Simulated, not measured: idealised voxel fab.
process module | voxel trench capacitor
cross-section cut | 245 nm wide | cells 5 nm
A cross-section is a grid of square cells, given in bands from the top down. A band is one or more rows of cells.
Each band's line starts with the height of the band's top and of its bottom, in nm. Then come its materials from left to right, each with its width in nm. One material with "throughout" fills the band from edge to edge. "air" is empty space.
Height 0 is the level under which the wafer as received is all one material. The lowest band goes on downwards, as in "0 down".
A width such as "30 to 40" changes by the same amount from each row of cells to the next, from the band's top row to its bottom row.
"no change" after a step means that no cell of the cross-section changed.
closed voids: empty space of 8 cells or more with no open way to the top, each as width x height at its distance from the left edge, in nm
after a step's settings: what the simulator itself notes on the step
overlay nm, on a step with a mask: how far to the right of its planned place the mask lay; to the left if negative
plan
1 op RECEIVE | material Si
2 op CONFORMAL_DEP | material SiN | thk nm 5
3 op PATTERN | tone open | mask id TRENCH | material resist | width nm 30 | pitch nm 45 | thk nm 15 | overlay nm 0
4 op DIRECTIONAL_ETCH | etch materials SiN | depth nm 5
5 op DIRECTIONAL_ETCH | etch materials Si | depth nm 40
6 op STRIP | etch materials resist
7 op CONFORMAL_DEP | material HfO2 | thk nm 5
8 op CONFORMAL_DEP | material TiN | thk nm 5
9 op FILL_DEP | material W | thk nm 5
10 op CMP | height nm 5
as received, after step 1
  0 down: Si throughout
  closed voids: none
first wafer at the end, as planned
  5 to 0: SiN 40 | HfO2 5 | TiN 5 | W 10 | TiN 5 | HfO2 5 | SiN 15 | HfO2 5 | TiN 5 | W 10 | TiN 5 | HfO2 5 | SiN 15 | HfO2 5 | TiN 5 | W 10 | TiN 5 | HfO2 5 | SiN 15 | HfO2 5 | TiN 5 | W 10 | TiN 5 | HfO2 5 | SiN 40
  0 to -30: Si 40 | HfO2 5 | TiN 5 | W 10 | TiN 5 | HfO2 5 | Si 15 | HfO2 5 | TiN 5 | W 10 | TiN 5 | HfO2 5 | Si 15 | HfO2 5 | TiN 5 | W 10 | TiN 5 | HfO2 5 | Si 15 | HfO2 5 | TiN 5 | W 10 | TiN 5 | HfO2 5 | Si 40
  -30 to -35: Si 40 | HfO2 5 | TiN 20 | HfO2 5 | Si 15 | HfO2 5 | TiN 20 | HfO2 5 | Si 15 | HfO2 5 | TiN 20 | HfO2 5 | Si 15 | HfO2 5 | TiN 20 | HfO2 5 | Si 40
  -35 to -40: Si 40 | HfO2 30 | Si 15 | HfO2 30 | Si 15 | HfO2 30 | Si 15 | HfO2 30 | Si 40
  -40 down: Si throughout
  closed voids: none
second wafer at the end: like start, like plan, one mistake
  20 to 15: W throughout
  15 to 10: TiN 50 | W 10 | TiN 35 | W 10 | TiN 35 | W 10 | TiN 35 | W 10 | TiN 50
  10 to 5: HfO2 45 | TiN 5 | W 10 | TiN 5 | HfO2 25 | TiN 5 | W 10 | TiN 5 | HfO2 25 | TiN 5 | W 10 | TiN 5 | HfO2 25 | TiN 5 | W 10 | TiN 5 | HfO2 45
  5 to 0: SiN 40 | HfO2 5 | TiN 5 | W 10 | TiN 5 | HfO2 5 | SiN 15 | HfO2 5 | TiN 5 | W 10 | TiN 5 | HfO2 5 | SiN 15 | HfO2 5 | TiN 5 | W 10 | TiN 5 | HfO2 5 | SiN 15 | HfO2 5 | TiN 5 | W 10 | TiN 5 | HfO2 5 | SiN 40
  0 to -30: Si 40 | HfO2 5 | TiN 5 | W 10 | TiN 5 | HfO2 5 | Si 15 | HfO2 5 | TiN 5 | W 10 | TiN 5 | HfO2 5 | Si 15 | HfO2 5 | TiN 5 | W 10 | TiN 5 | HfO2 5 | Si 15 | HfO2 5 | TiN 5 | W 10 | TiN 5 | HfO2 5 | Si 40
  -30 to -35: Si 40 | HfO2 5 | TiN 20 | HfO2 5 | Si 15 | HfO2 5 | TiN 20 | HfO2 5 | Si 15 | HfO2 5 | TiN 20 | HfO2 5 | Si 15 | HfO2 5 | TiN 20 | HfO2 5 | Si 40
  -35 to -40: Si 40 | HfO2 30 | Si 15 | HfO2 30 | Si 15 | HfO2 30 | Si 15 | HfO2 30 | Si 40
  -40 down: Si throughout
  closed voids: none
what went wrong: step 10 was left out
at the end the second wafer has, in cells: 33 more of HfO2 | 49 more of TiN | 65 more of W
